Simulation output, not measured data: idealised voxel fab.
Process module in this document: voxel self aligned vias
In the cross-section labelled cut, the width is 290 nm and each square cell is 5 nm.
How to read a cross-section here: the picture is a grid of square cells, written as bands going from the top down, and any band can span one or more rows of cells.
The entry gives the band's vertical extent as a top height and a bottom height in nm, then its horizontal make-up as materials from left to right, each with a width in nm. "blank" stands for empty space; a single material marked "everywhere" fills the band edge to edge.
Heights from 0 (as-received wafer is one material below). Bottom band endless downward, as "0 and below".
With a width like "30..40", each row of cells in the band differs from the next by the same amount, the top row carrying the first number and the bottom row the second.
Basically "nothing altered" means that step didn't change any cell in the cross-section.
In "Enclosed void listing" the enclosed voids are listed, meaning empty spaces of 8 cells or larger without any opening to the top. The form is width x height at distance, distance from the left edge, units nm.
If you see something after the settings on a step's line, that's the simulator's own remark about that step.
"overlay nm", when on a step's line for a step with a mask, measures how far to the right of its planned place the mask lay; a negative measure means to the left.
[This section lists the process steps that were planned]
1) RECEIVE [material Si]
2) CONFORMAL_DEP [material SiO2] [thk nm 10]
3) CONFORMAL_DEP [material SiCN] [thk nm 5]
4) DIRECTIONAL_DEP [material SiO2] [thk nm 20]
5) MASKED_ETCH [tone open] [mask id LINES] [width nm 25] [pitch nm 50] [etch materials SiO2] [depth nm 20] [overlay nm 0]
6) CONFORMAL_DEP [material TiN] [thk nm 5]
7) FILL_DEP [material Ru] [thk nm 5]
8) CMP [height nm 35]
9) SELECTIVE_ETCH [etch materials W Ru TiN] [depth nm 5]
10) FILL_DEP [material SiN] [thk nm 10]
11) CMP [height nm 35]
12) DIRECTIONAL_DEP [material SiO2] [thk nm 15]
13) DIRECTIONAL_DEP [material aC] [thk nm 10]
14) PATTERN [tone open] [mask id VIAS] [material resist] [width nm 35] [pitch nm 50] [thk nm 30] [overlay nm 0]
15) DIRECTIONAL_ETCH [etch materials aC] [depth nm 10]
16) STRIP [etch materials resist]
17) DIRECTIONAL_ETCH [etch materials SiO2] [depth nm 15]
18) DIRECTIONAL_ETCH [etch materials SiN] [depth nm 5]
19) STRIP [etch materials aC]
20) CONFORMAL_DEP [material TiN] [thk nm 5]
21) FILL_DEP [material Cu] [thk nm 5]
22) CMP [height nm 50]
23) CONFORMAL_DEP [material SiN] [thk nm 5]
[First out of two wafers; run went to plan]
[As-received state of the wafer in cross-section, equivalent to post-step 1]
  0 and below | Si everywhere
  Enclosed void listing: none
[Cross-section of the wafer subsequent to step 2]
  10 down to 0 | SiO2 everywhere
  Below 0, the layers are the same as they were.
[Cross-section of the wafer subsequent to step 3]
  15 down to 10 | SiCN everywhere
  Below 10, the layers are the same as they were.
[Cross-section of the wafer subsequent to step 4]
  35 down to 15 | SiO2 everywhere
  Below 15, the layers are the same as they were.
[Cross-section of the wafer subsequent to step 5]
  35 down to 15 | SiO2 (105); blank (25); SiO2 (25); blank (25); SiO2 (110)
  Below 15, the layers are the same as they were.
[Cross-section of the wafer subsequent to step 6]
  40 down to 35 | TiN (110); blank (15); TiN (35); blank (15); TiN (115)
  35 down to 20 | SiO2 (105); TiN (5); blank (15); TiN (5); SiO2 (25); TiN (5); blank (15); TiN (5); SiO2 (110)
  20 down to 15 | SiO2 (105); TiN (25); SiO2 (25); TiN (25); SiO2 (110)
  Below 15, the layers are the same as they were.
[Cross-section of the wafer subsequent to step 7]
  45 down to 40 | Ru everywhere
  40 down to 35 | TiN (110); Ru (15); TiN (35); Ru (15); TiN (115)
  35 down to 20 | SiO2 (105); TiN (5); Ru (15); TiN (5); SiO2 (25); TiN (5); Ru (15); TiN (5); SiO2 (110)
  Below 20, the layers are the same as they were.
[Cross-section of the wafer subsequent to step 8]
  35 down to 20 | SiO2 (105); TiN (5); Ru (15); TiN (5); SiO2 (25); TiN (5); Ru (15); TiN (5); SiO2 (110)
  Below 20, the layers are the same as they were.
[Cross-section of the wafer subsequent to step 9]
  35 down to 30 | SiO2 (105); blank (25); SiO2 (25); blank (25); SiO2 (110)
  Below 30, the layers are the same as they were.
[Cross-section of the wafer subsequent to step 10]
  45 down to 35 | SiN everywhere
  35 down to 30 | SiO2 (105); SiN (25); SiO2 (25); SiN (25); SiO2 (110)
  Below 30, the layers are the same as they were.
[Cross-section of the wafer subsequent to step 11]
  35 down to 30 | SiO2 (105); SiN (25); SiO2 (25); SiN (25); SiO2 (110)
  Below 30, the layers are the same as they were.
[Cross-section of the wafer subsequent to step 12]
  50 down to 35 | SiO2 everywhere
  Below 35, the layers are the same as they were.
[Cross-section of the wafer subsequent to step 13]
  60 down to 50 | aC everywhere
  Below 50, the layers are the same as they were.
[Cross-section of the wafer subsequent to step 14]
  90 down to 60 | resist (100); blank (35); resist (15); blank (35); resist (105)
  Below 60, the layers are the same as they were.
[Cross-section of the wafer subsequent to step 15]
  80 down to 60 | resist (100); blank (35); resist (15); blank (35); resist (105)
  60 down to 50 | aC (100); blank (35); aC (15); blank (35); aC (105)
  Below 50, the layers are the same as they were.
[Cross-section of the wafer subsequent to step 16]
  60 down to 50 | aC (100); blank (35); aC (15); blank (35); aC (105)
  Below 50, the layers are the same as they were.
[Cross-section of the wafer subsequent to step 17]
  60 down to 50 | aC (100); blank (35); aC (15); blank (35); aC (105)
  50 down to 35 | SiO2 (100); blank (35); SiO2 (15); blank (35); SiO2 (105)
  Below 35, the layers are the same as they were.
[Cross-section of the wafer subsequent to step 18]
  60 down to 50 | aC (100); blank (35); aC (15); blank (35); aC (105)
  50 down to 35 | SiO2 (100); blank (35); SiO2 (15); blank (35); SiO2 (105)
  35 down to 30 | SiO2 (105); blank (25); SiO2 (25); blank (25); SiO2 (110)
  Below 30, the layers are the same as they were.
[Cross-section of the wafer subsequent to step 19]
  50 down to 35 | SiO2 (100); blank (35); SiO2 (15); blank (35); SiO2 (105)
  Below 35, the layers are the same as they were.
[Cross-section of the wafer subsequent to step 20]
  55 down to 50 | TiN (105); blank (25); TiN (25); blank (25); TiN (110)
  50 down to 40 | SiO2 (100); TiN (5); blank (25); TiN (5); SiO2 (15); TiN (5); blank (25); TiN (5); SiO2 (105)
  40 down to 35 | SiO2 (100); TiN (10); blank (15); TiN (10); SiO2 (15); TiN (10); blank (15); TiN (10); SiO2 (105)
  35 down to 30 | SiO2 (105); TiN (25); SiO2 (25); TiN (25); SiO2 (110)
  Below 30, the layers are the same as they were.
[Cross-section of the wafer subsequent to step 21]
  60 down to 55 | Cu everywhere
  55 down to 50 | TiN (105); Cu (25); TiN (25); Cu (25); TiN (110)
  50 down to 40 | SiO2 (100); TiN (5); Cu (25); TiN (5); SiO2 (15); TiN (5); Cu (25); TiN (5); SiO2 (105)
  40 down to 35 | SiO2 (100); TiN (10); Cu (15); TiN (10); SiO2 (15); TiN (10); Cu (15); TiN (10); SiO2 (105)
  Below 35, the layers are the same as they were.
[Cross-section of the wafer subsequent to step 22]
  50 down to 40 | SiO2 (100); TiN (5); Cu (25); TiN (5); SiO2 (15); TiN (5); Cu (25); TiN (5); SiO2 (105)
  Below 40, the layers are the same as they were.
[Cross-section of the wafer subsequent to step 23]
  55 down to 50 | SiN everywhere
  Below 50, the layers are the same as they were.
[Second wafer. Start and plan as for the first. One mistake made in running. Agrees with the first up to and including step 16]
[Planned end of step 17: second wafer, cross-section]
  60 down to 50 | aC (100); blank (35); aC (15); blank (35); aC (105)
  50 down to 35 | SiO2 (100); blank (35); SiO2 (15); blank (35); SiO2 (105)
  35 down to 30 | SiO2 (100); blank (5); SiN (25); blank (5); SiO2 (15); blank (5); SiN (25); blank (5); SiO2 (105)
  30 down to 20 | SiO2 (100); blank (5); TiN (5); Ru (15); TiN (5); blank (5); SiO2 (15); blank (5); TiN (5); Ru (15); TiN (5); blank (5); SiO2 (105)
  Below 20, the layers are the same as they were.
[Planned end of step 18: second wafer, cross-section]
  60 down to 50 | aC (100); blank (35); aC (15); blank (35); aC (105)
  50 down to 30 | SiO2 (100); blank (35); SiO2 (15); blank (35); SiO2 (105)
  Below 30, the layers are the same as they were.
[Planned end of step 19: second wafer, cross-section]
  50 down to 30 | SiO2 (100); blank (35); SiO2 (15); blank (35); SiO2 (105)
  Below 30, the layers are the same as they were.
[Planned end of step 20: second wafer, cross-section]
  55 down to 50 | TiN (105); blank (25); TiN (25); blank (25); TiN (110)
  50 down to 35 | SiO2 (100); TiN (5); blank (25); TiN (5); SiO2 (15); TiN (5); blank (25); TiN (5); SiO2 (105)
  35 down to 30 | SiO2 (100); TiN (35); SiO2 (15); TiN (35); SiO2 (105)
  30 down to 20 | SiO2 (100); TiN (10); Ru (15); TiN (10); SiO2 (15); TiN (10); Ru (15); TiN (10); SiO2 (105)
  Below 20, the layers are the same as they were.
[Planned end of step 21: second wafer, cross-section]
  60 down to 55 | Cu everywhere
  55 down to 50 | TiN (105); Cu (25); TiN (25); Cu (25); TiN (110)
  50 down to 35 | SiO2 (100); TiN (5); Cu (25); TiN (5); SiO2 (15); TiN (5); Cu (25); TiN (5); SiO2 (105)
  Below 35, the layers are the same as they were.
[Planned end of step 22: second wafer, cross-section]
  50 down to 35 | SiO2 (100); TiN (5); Cu (25); TiN (5); SiO2 (15); TiN (5); Cu (25); TiN (5); SiO2 (105)
  Below 35, the layers are the same as they were.
[Planned end of step 23: second wafer, cross-section]
  55 down to 50 | SiN everywhere
  Below 50, the layers are the same as they were.
What was the processing mistake? regarding the plan, step 17 was run twice
In the final state, the cell counts of the second wafer exceed or fall short of those of the first for the following materials: +4 Cu | -12 SiO2 | +8 TiN
